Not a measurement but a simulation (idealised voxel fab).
The process module that follows is named voxel capacitor over wiring.
Square cell edge 5 nm, section width 230 nm, ID cut.
How to read a cross-section here: the picture is a grid of square cells, written as bands going from the top down, and any band can span one or more rows of cells. Basically the band line says how high the top is and how high the bottom is, in nm, and then what's in it from left to right, every material with its width in nm. Empty space shows up as "blank", and if a single material carries "full width" it runs the full band edge to edge. Height datum 0, below which the as-received substrate wafer is one material. Lowest band open at the bottom, running downward: "from 0 down". Quick explanation for "30->40": the width changes in equal steps down the rows of cells, from the first number in the band's top row to the second number in its bottom row. No cell of the cross-section changed in a step that is given as "no modifications". Voids not open to the top, 8 cells minimum: see "Closed void inventory". Written width x height at distance; distance is from the left edge; nm. On a step's line, text after the settings is the simulator commenting on that step. overlay nm, on a step with a mask: how far to the right of its planned place the mask lay; to the left if negative. Heads up before you read on: it's before/after pairs around one process step each, after side only down to the lowest band that changed, step plus settings under the pair. Pairs can be from different runs of this module, same starting wafer, so only chain a pair onto the one above if its "Pre-process cross-section" entry says so.
### Pre-process cross-section
from 80 to 75: 60 nm blank / 75 nm TiN / 95 nm blank
from 75 to 70: 60 nm blank / 75 nm Al2O3 / 95 nm blank
from 70 to 65: TiN full width
from 65 to 50: 65 nm lowk / 5 nm TiN / 5 nm W / 5 nm TiN / 150 nm lowk
from 50 to 45: 65 nm SiCN / 15 nm TiN / 150 nm SiCN
from 45 to 20: 55 nm lowk / 5 nm TiN / 15 nm Ru / 5 nm TiN / 70 nm lowk / 5 nm TiN / 15 nm Ru / 5 nm TiN / 55 nm lowk
from 20 to 15: 55 nm SiCN / 25 nm TiN / 70 nm SiCN / 25 nm TiN / 55 nm SiCN
from 15 to 0: SiO2 full width
from 0 down: Si full width
Closed void inventory: none
### Post-Step Cross-Section
from 80 to 75: 60 nm blank / 75 nm TiN / 95 nm blank
from 75 to 70: 60 nm blank / 75 nm Al2O3 / 95 nm blank
from 70 to 65: 60 nm blank / 85 nm TiN / 85 nm blank
Below 65 it's all the same as before, nothing changed down there.
Closed void inventory: none
Between before and after above, the operation and settings are MASKED_ETCH (tone cover; mask id LOWER_PLATE; width nm 85; etch materials TiN; depth nm 5; overlay nm 0)
Pre-process cross-section: the after view from the pair directly above serves as the before view here.
### Post-Step Cross-Section
from 100 to 80: SiO2 full width
from 80 to 75: 60 nm SiO2 / 75 nm TiN / 95 nm SiO2
from 75 to 70: 60 nm SiO2 / 75 nm Al2O3 / 95 nm SiO2
from 70 to 65: 60 nm SiO2 / 85 nm TiN / 85 nm SiO2
Below 65 it's all the same as before, nothing changed down there.
Closed void inventory: none
Between before and after above, the operation and settings are FILL_DEP (material SiO2; thk nm 20)
Pre-process cross-section: the after view from the pair directly above serves as the before view here.
### Post-Step Cross-Section
from 95 to 80: SiO2 full width
Below 80 it's all the same as before, nothing changed down there.
Closed void inventory: none
Between before and after above, the operation and settings are CMP (height nm 95)
Pre-process cross-section: the after view from the pair directly above serves as the before view here.
### Post-Step Cross-Section
from 110 to 95: 75 nm resist / 15 nm blank / 140 nm resist
Below 95 it's all the same as before, nothing changed down there.
Closed void inventory: none
Between before and after above, the operation and settings are PATTERN (tone open; mask id PLUG_2; material resist; width nm 15; thk nm 15; overlay nm 0)
Pre-process cross-section: the after view from the pair directly above serves as the before view here.
### Post-Step Cross-Section
from 110 to 95: 75 nm resist / 15 nm blank / 140 nm resist
from 95 to 80: 75 nm SiO2 / 15 nm blank / 140 nm SiO2
Below 80 it's all the same as before, nothing changed down there.
Closed void inventory: none
Between before and after above, the operation and settings are DIRECTIONAL_ETCH (etch materials SiO2; depth nm 15)
Pre-process cross-section: the after view from the pair directly above serves as the before view here.
### Post-Step Cross-Section
from 95 to 80: 75 nm SiO2 / 15 nm blank / 140 nm SiO2
Below 80 it's all the same as before, nothing changed down there.
Closed void inventory: none
Between before and after above, the operation and settings are STRIP (etch materials resist)
Pre-process cross-section: the after view from the pair directly above serves as the before view here.
### Post-Step Cross-Section
from 100 to 95: 80 nm TiN / 5 nm blank / 145 nm TiN
from 95 to 85: 75 nm SiO2 / 5 nm TiN / 5 nm blank / 5 nm TiN / 140 nm SiO2
from 85 to 75: 75->60 nm SiO2 / 15->75 nm TiN / 140->95 nm SiO2
Below 75 it's all the same as before, nothing changed down there.
Closed void inventory: none
Between before and after above, the operation and settings are CONFORMAL_DEP (material TiN; thk nm 5)
Pre-process cross-section: the after view from the pair directly above serves as the before view here.
### Post-Step Cross-Section
from 105 to 100: Cu full width
from 100 to 95: 80 nm TiN / 5 nm Cu / 145 nm TiN
from 95 to 85: 75 nm SiO2 / 5 nm TiN / 5 nm Cu / 5 nm TiN / 140 nm SiO2
Below 85 it's all the same as before, nothing changed down there.
Closed void inventory: none
Between before and after above, the operation and settings are FILL_DEP (material Cu; thk nm 5)
Pre-process cross-section: the after view from the pair directly above serves as the before view here.
### Post-Step Cross-Section
from 95 to 85: 75 nm SiO2 / 5 nm TiN / 5 nm Cu / 5 nm TiN / 140 nm SiO2
Below 85 it's all the same as before, nothing changed down there.
Closed void inventory: none
Between before and after above, the operation and settings are CMP (height nm 95)
Pre-process cross-section: the after view from the pair directly above serves as the before view here.
### Post-Step Cross-Section
from 100 to 95: SiCN full width
Below 95 it's all the same as before, nothing changed down there.
Closed void inventory: none
Between before and after above, the operation and settings are CONFORMAL_DEP (material SiCN; thk nm 5)
### Pre-process cross-section
from 75 to 65: TiN full width
from 65 to 50: 65 nm lowk / 5 nm TiN / 5 nm W / 5 nm TiN / 150 nm lowk
from 50 to 45: 65 nm SiCN / 15 nm TiN / 150 nm SiCN
from 45 to 20: 55 nm lowk / 5 nm TiN / 15 nm Ru / 5 nm TiN / 70 nm lowk / 5 nm TiN / 15 nm Ru / 5 nm TiN / 55 nm lowk
from 20 to 15: 55 nm SiCN / 25 nm TiN / 70 nm SiCN / 25 nm TiN / 55 nm SiCN
from 15 to 0: SiO2 full width
from 0 down: Si full width
Closed void inventory: none
### Post-Step Cross-Section
from 80 to 65: TiN full width
Below 65 it's all the same as before, nothing changed down there.
Closed void inventory: none
Between before and after above, the operation and settings are DIRECTIONAL_DEP (material TiN; thk nm 5)
Pre-process cross-section: the after view from the pair directly above serves as the before view here.
### Post-Step Cross-Section
from 90 to 80: aC full width
Below 80 it's all the same as before, nothing changed down there.
Closed void inventory: none
Between before and after above, the operation and settings are DIRECTIONAL_DEP (material aC; thk nm 10)
Pre-process cross-section: the after view from the pair directly above serves as the before view here.
### Post-Step Cross-Section
from 120 to 90: 65 nm blank / 75 nm resist / 90 nm blank
Below 90 it's all the same as before, nothing changed down there.
Closed void inventory: none
Between before and after above, the operation and settings are PATTERN (tone cover; mask id UPPER_PLATE; material resist; width nm 75; thk nm 30; overlay nm 0)
Pre-process cross-section: the after view from the pair directly above serves as the before view here.
### Post-Step Cross-Section
from 110 to 90: 65 nm blank / 75 nm resist / 90 nm blank
from 90 to 80: 65 nm blank / 75 nm aC / 90 nm blank
Below 80 it's all the same as before, nothing changed down there.
Closed void inventory: none
Between before and after above, the operation and settings are DIRECTIONAL_ETCH (etch materials aC; depth nm 10)
Pre-process cross-section: the after view from the pair directly above serves as the before view here.
### Post-Step Cross-Section
from 90 to 80: 65 nm blank / 75 nm aC / 90 nm blank
Below 80 it's all the same as before, nothing changed down there.
Closed void inventory: none
Between before and after above, the operation and settings are STRIP (etch materials resist)
Pre-process cross-section: the after view from the pair directly above serves as the before view here.
### Post-Step Cross-Section
from 90 to 80: 65 nm blank / 75 nm aC / 90 nm blank
from 80 to 75: 65 nm blank / 75 nm TiN / 90 nm blank
Below 75 it's all the same as before, nothing changed down there.
Closed void inventory: none
Between before and after above, the operation and settings are DIRECTIONAL_ETCH (etch materials TiN; depth nm 5)
Pre-process cross-section: the after view from the pair directly above serves as the before view here.
### Post-Step Cross-Section
from 80 to 75: 65 nm blank / 75 nm TiN / 90 nm blank
Below 75 it's all the same as before, nothing changed down there.
Closed void inventory: none
Between before and after above, the operation and settings are STRIP (etch materials aC)
Pre-process cross-section: the after view from the pair directly above serves as the before view here.
### Post-Step Cross-Section
from 80 to 70: 65->60 nm blank / 75->85 nm TiN / 90->85 nm blank
Below 70 it's all the same as before, nothing changed down there.
Closed void inventory: none
Between before and after above, the operation and settings are MASKED_ETCH (tone cover; mask id LOWER_PLATE; width nm 85; etch materials TiN; depth nm 5; overlay nm 0)
Pre-process cross-section: the after view from the pair directly above serves as the before view here.
### Post-Step Cross-Section
from 100 to 80: SiO2 full width
from 80 to 70: 65->60 nm SiO2 / 75->85 nm TiN / 90->85 nm SiO2
Below 70 it's all the same as before, nothing changed down there.
Closed void inventory: none
Between before and after above, the operation and settings are FILL_DEP (material SiO2; thk nm 20)
Pre-process cross-section: the after view from the pair directly above serves as the before view here.
### Post-Step Cross-Section
from 95 to 80: SiO2 full width
Below 80 it's all the same as before, nothing changed down there.
Closed void inventory: none
Between before and after above, the operation and settings are CMP (height nm 95)
Pre-process cross-section: the after view from the pair directly above serves as the before view here.
### Post-Step Cross-Section
from 110 to 95: 75 nm resist / 15 nm blank / 140 nm resist
Below 95 it's all the same as before, nothing changed down there.
Closed void inventory: none
Between before and after above, the operation and settings are PATTERN (tone open; mask id PLUG_2; material resist; width nm 15; thk nm 15; overlay nm 0)
Pre-process cross-section: the after view from the pair directly above serves as the before view here.
### Post-Step Cross-Section
from 110 to 95: 75 nm resist / 15 nm blank / 140 nm resist
from 95 to 80: 75 nm SiO2 / 15 nm blank / 140 nm SiO2
Below 80 it's all the same as before, nothing changed down there.
Closed void inventory: none
Between before and after above, the operation and settings are DIRECTIONAL_ETCH (etch materials SiO2; depth nm 15)
Pre-process cross-section: the after view from the pair directly above serves as the before view here.
### Post-Step Cross-Section
from 95 to 80: 75 nm SiO2 / 15 nm blank / 140 nm SiO2
Below 80 it's all the same as before, nothing changed down there.
Closed void inventory: none
Between before and after above, the operation and settings are STRIP (etch materials resist)
Pre-process cross-section: the after view from the pair directly above serves as the before view here.
### Post-Step Cross-Section
from 100 to 95: 80 nm TiN / 5 nm blank / 145 nm TiN
from 95 to 85: 75 nm SiO2 / 5 nm TiN / 5 nm blank / 5 nm TiN / 140 nm SiO2
from 85 to 75: 75->65 nm SiO2 / 15->75 nm TiN / 140->90 nm SiO2
Below 75 it's all the same as before, nothing changed down there.
Closed void inventory: none
Between before and after above, the operation and settings are CONFORMAL_DEP (material TiN; thk nm 5)
Pre-process cross-section: the after view from the pair directly above serves as the before view here.
### Post-Step Cross-Section
from 105 to 100: Cu full width
from 100 to 95: 80 nm TiN / 5 nm Cu / 145 nm TiN
from 95 to 85: 75 nm SiO2 / 5 nm TiN / 5 nm Cu / 5 nm TiN / 140 nm SiO2
Below 85 it's all the same as before, nothing changed down there.
Closed void inventory: none
Between before and after above, the operation and settings are FILL_DEP (material Cu; thk nm 5)
Pre-process cross-section: the after view from the pair directly above serves as the before view here.
### Post-Step Cross-Section
from 95 to 85: 75 nm SiO2 / 5 nm TiN / 5 nm Cu / 5 nm TiN / 140 nm SiO2
Below 85 it's all the same as before, nothing changed down there.
Closed void inventory: none
Between before and after above, the operation and settings are CMP (height nm 95)
Pre-process cross-section: the after view from the pair directly above serves as the before view here.
### Post-Step Cross-Section
from 100 to 95: SiCN full width
Below 95 it's all the same as before, nothing changed down there.
Closed void inventory: none
Between before and after above, the operation and settings are CONFORMAL_DEP (material SiCN; thk nm 5)
### Pre-process cross-section
from 90 to 80: aC full width
from 80 to 75: TiN full width
from 75 to 70: Al2O3 full width
from 70 to 65: TiN full width
from 65 to 50: 65 nm lowk / 5 nm TiN / 5 nm W / 5 nm TiN / 150 nm lowk
from 50 to 45: 65 nm SiCN / 15 nm TiN / 150 nm SiCN
from 45 to 20: 55 nm lowk / 5 nm TiN / 15 nm Ru / 5 nm TiN / 70 nm lowk / 5 nm TiN / 15 nm Ru / 5 nm TiN / 55 nm lowk
from 20 to 15: 55 nm SiCN / 25 nm TiN / 70 nm SiCN / 25 nm TiN / 55 nm SiCN
from 15 to 0: SiO2 full width
from 0 down: Si full width
Closed void inventory: none
### Post-Step Cross-Section
from 120 to 90: 65 nm resist / 75 nm blank / 90 nm resist
Below 90 it's all the same as before, nothing changed down there.
Closed void inventory: none
Between before and after above, the operation and settings are PATTERN (tone open; mask id UPPER_PLATE; material resist; width nm 75; thk nm 30; overlay nm 0)
Pre-process cross-section: the after view from the pair directly above serves as the before view here.
### Post-Step Cross-Section
from 110 to 90: 65 nm resist / 75 nm blank / 90 nm resist
from 90 to 80: 65 nm aC / 75 nm blank / 90 nm aC
Below 80 it's all the same as before, nothing changed down there.
Closed void inventory: none
Between before and after above, the operation and settings are DIRECTIONAL_ETCH (etch materials aC; depth nm 10)
Pre-process cross-section: the after view from the pair directly above serves as the before view here.
### Post-Step Cross-Section
from 90 to 80: 65 nm aC / 75 nm blank / 90 nm aC
Below 80 it's all the same as before, nothing changed down there.
Closed void inventory: none
Between before and after above, the operation and settings are STRIP (etch materials resist)
Pre-process cross-section: the after view from the pair directly above serves as the before view here.
### Post-Step Cross-Section
from 90 to 80: 65 nm aC / 75 nm blank / 90 nm aC
from 80 to 75: 65 nm TiN / 75 nm blank / 90 nm TiN
Below 75 it's all the same as before, nothing changed down there.
Closed void inventory: none
Between before and after above, the operation and settings are DIRECTIONAL_ETCH (etch materials TiN; depth nm 5)
Pre-process cross-section: the after view from the pair directly above serves as the before view here.
### Post-Step Cross-Section
from 90 to 80: 65 nm aC / 75 nm blank / 90 nm aC
from 80 to 75: 65 nm TiN / 75 nm blank / 90 nm TiN
from 75 to 70: 65 nm Al2O3 / 75 nm blank / 90 nm Al2O3
Below 70 it's all the same as before, nothing changed down there.
Closed void inventory: none
Between before and after above, the operation and settings are DIRECTIONAL_ETCH (etch materials Al2O3; depth nm 5)
Pre-process cross-section: the after view from the pair directly above serves as the before view here.
### Post-Step Cross-Section
from 80 to 75: 65 nm TiN / 75 nm blank / 90 nm TiN
Below 75 it's all the same as before, nothing changed down there.
Closed void inventory: none
Between before and after above, the operation and settings are STRIP (etch materials aC)
Pre-process cross-section: the after view from the pair directly above serves as the before view here.
### Post-Step Cross-Section
from 80 to 75: 60 nm blank / 5 nm TiN / 75 nm blank / 5 nm TiN / 85 nm blank
Below 75 it's all the same as before, nothing changed down there.
Closed void inventory: none
Between before and after above, the operation and settings are MASKED_ETCH (tone cover; mask id LOWER_PLATE; width nm 85; etch materials TiN; depth nm 5; overlay nm 0)
Pre-process cross-section: the after view from the pair directly above serves as the before view here.
### Post-Step Cross-Section
from 100 to 80: SiO2 full width
from 80 to 75: 60 nm SiO2 / 5 nm TiN / 75 nm SiO2 / 5 nm TiN / 85 nm SiO2
from 75 to 70: 65 nm Al2O3 / 75 nm SiO2 / 90 nm Al2O3
Below 70 it's all the same as before, nothing changed down there.
Closed void inventory: none
Between before and after above, the operation and settings are FILL_DEP (material SiO2; thk nm 20)
Pre-process cross-section: the after view from the pair directly above serves as the before view here.
### Post-Step Cross-Section
from 95 to 80: SiO2 full width
Below 80 it's all the same as before, nothing changed down there.
Closed void inventory: none
Between before and after above, the operation and settings are CMP (height nm 95)
Pre-process cross-section: the after view from the pair directly above serves as the before view here.
### Post-Step Cross-Section
from 110 to 95: 75 nm resist / 15 nm blank / 140 nm resist
Below 95 it's all the same as before, nothing changed down there.
Closed void inventory: none
Between before and after above, the operation and settings are PATTERN (tone open; mask id PLUG_2; material resist; width nm 15; thk nm 15; overlay nm 0)
Pre-process cross-section: the after view from the pair directly above serves as the before view here.
### Post-Step Cross-Section
from 110 to 95: 75 nm resist / 15 nm blank / 140 nm resist
from 95 to 80: 75 nm SiO2 / 15 nm blank / 140 nm SiO2
Below 80 it's all the same as before, nothing changed down there.
Closed void inventory: none
Between before and after above, the operation and settings are DIRECTIONAL_ETCH (etch materials SiO2; depth nm 15)
Pre-process cross-section: the after view from the pair directly above serves as the before view here.
### Post-Step Cross-Section
from 95 to 80: 75 nm SiO2 / 15 nm blank / 140 nm SiO2
Below 80 it's all the same as before, nothing changed down there.
Closed void inventory: none
Between before and after above, the operation and settings are STRIP (etch materials resist)
Pre-process cross-section: the after view from the pair directly above serves as the before view here.
### Post-Step Cross-Section
from 100 to 95: 80 nm TiN / 5 nm blank / 145 nm TiN
from 95 to 85: 75 nm SiO2 / 5 nm TiN / 5 nm blank / 5 nm TiN / 140 nm SiO2
from 85 to 80: 75 nm SiO2 / 15 nm TiN / 140 nm SiO2
Below 80 it's all the same as before, nothing changed down there.
Closed void inventory: none
Between before and after above, the operation and settings are CONFORMAL_DEP (material TiN; thk nm 5)
Pre-process cross-section: the after view from the pair directly above serves as the before view here.
### Post-Step Cross-Section
from 105 to 100: Cu full width
from 100 to 95: 80 nm TiN / 5 nm Cu / 145 nm TiN
from 95 to 85: 75 nm SiO2 / 5 nm TiN / 5 nm Cu / 5 nm TiN / 140 nm SiO2
Below 85 it's all the same as before, nothing changed down there.
Closed void inventory: none
Between before and after above, the operation and settings are FILL_DEP (material Cu; thk nm 5)
Pre-process cross-section: the after view from the pair directly above serves as the before view here.
### Post-Step Cross-Section
from 95 to 85: 75 nm SiO2 / 5 nm TiN / 5 nm Cu / 5 nm TiN / 140 nm SiO2
Below 85 it's all the same as before, nothing changed down there.
Closed void inventory: none
Between before and after above, the operation and settings are CMP (height nm 95)
Pre-process cross-section: the after view from the pair directly above serves as the before view here.
### Post-Step Cross-Section
from 100 to 95: SiCN full width
Below 95 it's all the same as before, nothing changed down there.
Closed void inventory: none
Between before and after above, the operation and settings are CONFORMAL_DEP (material SiCN; thk nm 5)
